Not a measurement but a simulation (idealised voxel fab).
process module | voxel trench capacitor
We display cut, a cross-section 190 nm in width whose square cells are each 5 nm.
In this document a cross-section is written as a grid of square cells. It is given as a series of bands, listed from the top down, and a band is one or more rows of cells.
In this notation a band is specified by the heights of its top and bottom, in that order and in nm, after which its materials appear from left to right, each paired with its width in nm. The word "full width" attached to a single material means that material fills the band from edge to edge; the word "blank" stands for empty space.
Heights are measured from 0, the level below which the as-received wafer is all one material; the lowest band has no bottom and continues downward, written as in "0 down".
The two numbers in a width such as "30->40" mark its ends across the band: the first belongs to the top row of cells, the second to the bottom row, and from each row to the next the width moves by the same amount.
For the purposes of this document, the phrase "remained the same" attached to a step denotes that no cell within the cross-section was modified by that step.
The entry titled "Closed empty spaces" provides the empty spaces that have no open way to the top, restricted to those of 8 cells or more. Each is presented as width x height at distance, the distance being measured from the left edge, with all three in nm.
Note: text after step settings on the step line = simulator remark on that step.
overlay nm: right-of-plan distance of the mask on a masked step; negative values mean left-of-plan.

Steps planned for the process
1 op RECEIVE | material Si
2 op CONFORMAL_DEP | material SiN | thk nm 5
3 op PATTERN | tone open | mask id TRENCH | material resist | width nm 15 | pitch nm 55 | thk nm 20 | overlay nm 0
4 op DIRECTIONAL_ETCH | etch materials SiN | depth nm 5
5 op DIRECTIONAL_ETCH | etch materials Si | depth nm 35
6 op STRIP | etch materials resist
7 op CONFORMAL_DEP | material HfO2 | thk nm 5
8 op CONFORMAL_DEP | material TiN | thk nm 5
9 op FILL_DEP | material W | thk nm 5
10 op CMP | height nm 5
Be aware that, although all wafers share a common starting state, the width nm at step 3 differs among them, and the plan displays the first wafer's value.

First of several wafers, received after step 1, in cross-section
- 0 down | Si full width
- Closed empty spaces: none

Cross-section of the first of several wafers, taken after step 10, where the module ends
- 5 to 0 | 60 of SiN, then 5 of HfO2, then 5 of TiN, then 5 of HfO2, then 40 of SiN, then 5 of HfO2, then 5 of TiN, then 5 of HfO2, then 60 of SiN
- 0 to -30 | 60 of Si, then 5 of HfO2, then 5 of TiN, then 5 of HfO2, then 40 of Si, then 5 of HfO2, then 5 of TiN, then 5 of HfO2, then 60 of Si
- -30 to -35 | 60 of Si, then 15 of HfO2, then 40 of Si, then 15 of HfO2, then 60 of Si
- -35 down | Si full width
- Closed empty spaces: none

Final wafer of several, shown in cross-section at the end of the module
- 5 to 0 | 50 of SiN, then 5 of HfO2, then 5 of TiN, then 20 of W, then 5 of TiN, then 5 of HfO2, then 15 of SiN, then 5 of HfO2, then 5 of TiN, then 20 of W, then 5 of TiN, then 5 of HfO2, then 45 of SiN
- 0 to -25 | 50 of Si, then 5 of HfO2, then 5 of TiN, then 20 of W, then 5 of TiN, then 5 of HfO2, then 15 of Si, then 5 of HfO2, then 5 of TiN, then 20 of W, then 5 of TiN, then 5 of HfO2, then 45 of Si
- -25 to -30 | 50 of Si, then 5 of HfO2, then 30 of TiN, then 5 of HfO2, then 15 of Si, then 5 of HfO2, then 30 of TiN, then 5 of HfO2, then 45 of Si
- -30 to -35 | 50 of Si, then 40 of HfO2, then 15 of Si, then 40 of HfO2, then 45 of Si
- -35 down | Si full width
- Closed empty spaces: none

Gained (+) or lost (-) cells of each material since receipt, then closed voids: one row per wafer, at the end of the module
width nm 15; +34 HfO2; -42 Si; +32 SiN; +14 TiN; Closed empty spaces: none
width nm 20; +36 HfO2; -56 Si; +30 SiN; +28 TiN; Closed empty spaces: none
width nm 25; +38 HfO2; -70 Si; +28 SiN; +30 TiN; +12 W; Closed empty spaces: none
width nm 30; +40 HfO2; -84 Si; +26 SiN; +32 TiN; +24 W; Closed empty spaces: none
width nm 35; +42 HfO2; -98 Si; +24 SiN; +34 TiN; +36 W; Closed empty spaces: none
width nm 40; +44 HfO2; -112 Si; +22 SiN; +36 TiN; +48 W; Closed empty spaces: none
